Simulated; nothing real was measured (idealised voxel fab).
The document below concerns the process module designated voxel air gaps.
Displayed cross-section: cut, width of 255 nm, square cells sized 5 nm.
Reading order for cross-sections: top band down to bottom band. Underlying form: a grid of square cells. Band size: one or more rows of cells.
It is stipulated that each band's entry specify, in nanometres, the height of the top of the band and then that of its bottom, followed by the materials of the band in left-to-right sequence, each together with its width in nanometres. A single material marked by the word "throughout" is understood to fill the band from edge to edge; the word "empty" is understood to denote empty space.
A quick word on heights: they are counted from 0, and under that level the wafer as it came to us is one material throughout. The lowest band is different from the rest in having no bottom; it simply continues downward, written as in "from 0 down".
Think of "30 to 40" as a width that walks from the first number to the second as you go down the band, top row to bottom row, taking equal-sized steps from row to row.
"everything unchanged", as given for a step, is the statement that not any cell of the cross-section underwent a change during that step.
The label "Voids lacking openings" introduces a list of the empty spaces, 8 cells or larger, that have no open way up to the top; each entry in it reads width x height at distance, where the distance is taken from the left edge and all three are stated in nm.
Post-settings text on a step line: simulator's own remark regarding the step.
Among the settings permitted on a step's line is "overlay nm"; applied to a step with a mask, it specifies the extent to which the mask lay to the right of its planned position, whereas a negative figure signifies a position to the left.

Listed below are the process steps as planned:
1: RECEIVE with material Si
2: CONFORMAL_DEP with material SiO2, thk nm 15
3: CONFORMAL_DEP with material SiN, thk nm 5
4: DIRECTIONAL_DEP with material lowk, thk nm 35
5: DIRECTIONAL_DEP with material aC, thk nm 10
6: PATTERN with tone open, mask id LINES, material resist, width nm 25, pitch nm 55, thk nm 25, overlay nm 0
7: DIRECTIONAL_ETCH with etch materials aC, depth nm 10
8: STRIP with etch materials resist
9: DIRECTIONAL_ETCH with etch materials lowk, depth nm 35
10: STRIP with etch materials aC
11: CONFORMAL_DEP with material TiN, thk nm 5
12: FILL_DEP with material W, thk nm 5
13: CMP with height nm 55
14: EPI with material Ru, thk nm 10
15: SELECTIVE_ETCH with etch materials lowk, depth nm 45
16: CONFORMAL_DEP with material SiN, thk nm 5

Here's what the wafer looked like in cross-section when it arrived - that's after step 1:
> from 0 down | Si throughout
> Voids lacking openings: none

Result of the module, cross-sectioned: start per above, plan per above, one error in how it was run:
> from 70 to 65 | empty (45) | SiN (165) | empty (45)
> from 65 to 55 | empty (45) | SiN (5) | Ru (45) | SiN (10) | Ru (45) | SiN (10) | Ru (45) | SiN (5) | empty (45)
> from 55 to 50 | empty (45) | SiN (15) | TiN (5) | Ru (15) | TiN (5) | SiN (30) | TiN (5) | Ru (15) | TiN (5) | SiN (30) | TiN (5) | Ru (15) | TiN (5) | SiN (15) | empty (45)
> from 50 to 25 | empty (55) | SiN (5) | TiN (5) | Ru (15) | TiN (5) | SiN (5) | empty (20) | SiN (5) | TiN (5) | Ru (15) | TiN (5) | SiN (5) | empty (20) | SiN (5) | TiN (5) | Ru (15) | TiN (5) | SiN (5) | empty (55)
> from 25 to 20 | SiN (60) | TiN (25) | SiN (30) | TiN (25) | SiN (30) | TiN (25) | SiN (60)
> from 20 to 15 | SiN throughout
> from 15 to 0 | SiO2 throughout
> from 0 down | Si throughout
> Voids lacking openings: 20 x 25 at 90; 20 x 25 at 145
Short version of what went wrong: step 12 ran differently from the plan; actual operation with settings: FILL_DEP with material Ru, thk nm 5
